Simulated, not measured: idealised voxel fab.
Process module, titled voxel local oxidation
The cross-section on display is named cut; it measures 265 nm wide, and its cells are 5 nm squares.
Format of a cross-section: grid, square cells. Given as bands. Order: top down. Band: one or more rows of cells.
Each band's line starts with the height of the band's top and of its bottom, in nm. Then come its materials from left to right, each with its width in nm. One material with "throughout" fills the band from edge to edge. "air" is empty space.
Note: height 0 marks the level under which the wafer is uniformly one material as received. Lowest band unbounded below, written "0 down".
Think of "30 to 40" as a width that walks from the first number to the second as you go down the band, top row to bottom row, taking equal-sized steps from row to row.
The cross-section has no changed cell in any step marked "stayed the same".
"Unvented voids" enumerates empty spaces isolated from the top, with no open way to it, that contain at least 8 cells, giving each as width x height at distance from the left edge, all three in nm.
Anything after a step's settings on that line? It's the simulator's own note about the step.
overlay nm: on a step with a mask, how far right of its planned place the mask lay; negative means left.

# The steps planned for the process are as follows
1. RECEIVE: material Si
2. CONFORMAL_DEP: material SiO2, thk nm 5
3. CONFORMAL_DEP: material SiN, thk nm 15
4. DIRECTIONAL_DEP: material aC, thk nm 15
5. PATTERN: tone cover, mask id ACTIVE, material resist, width nm 115, thk nm 35, overlay nm 0
6. DIRECTIONAL_ETCH: etch materials aC, depth nm 15
7. STRIP: etch materials resist
8. DIRECTIONAL_ETCH: etch materials SiN, depth nm 15
9. STRIP: etch materials aC
10. SELECTIVE_ETCH: etch materials SiO2, depth nm 5
11. OXIDIZE: depth nm 10
12. STRIP: etch materials SiN

# So this is the incoming wafer in cross-section - it's already been through step 1
- 0 down  Si throughout
- Unvented voids: none

# Sectioned view, first of two wafers, at the close of the module, processed as intended in the plan
- 5 to 0  air (80) | SiO2 (105) | air (80)
- 0 to -10  SiO2 (90) | Si (85) | SiO2 (90)
- -10 down  Si throughout
- Unvented voids: none

# Cross-sectional view of the second of two wafers upon completion of the module. This wafer shared its starting condition and process plan with the first; one error was made during its execution
- 5 to 0  air (90) | SiO2 (105) | air (70)
- 0 to -10  SiO2 (100) | Si (85) | SiO2 (80)
- -10 down  Si throughout
- Unvented voids: none
The plan and the run diverged here: step 5 was processed under conditions differing from the plan, specifically as PATTERN: tone cover, mask id ACTIVE, material resist, width nm 115, thk nm 35, overlay nm 10
End check, second vs first wafer: material counts in cells match, positions do not.
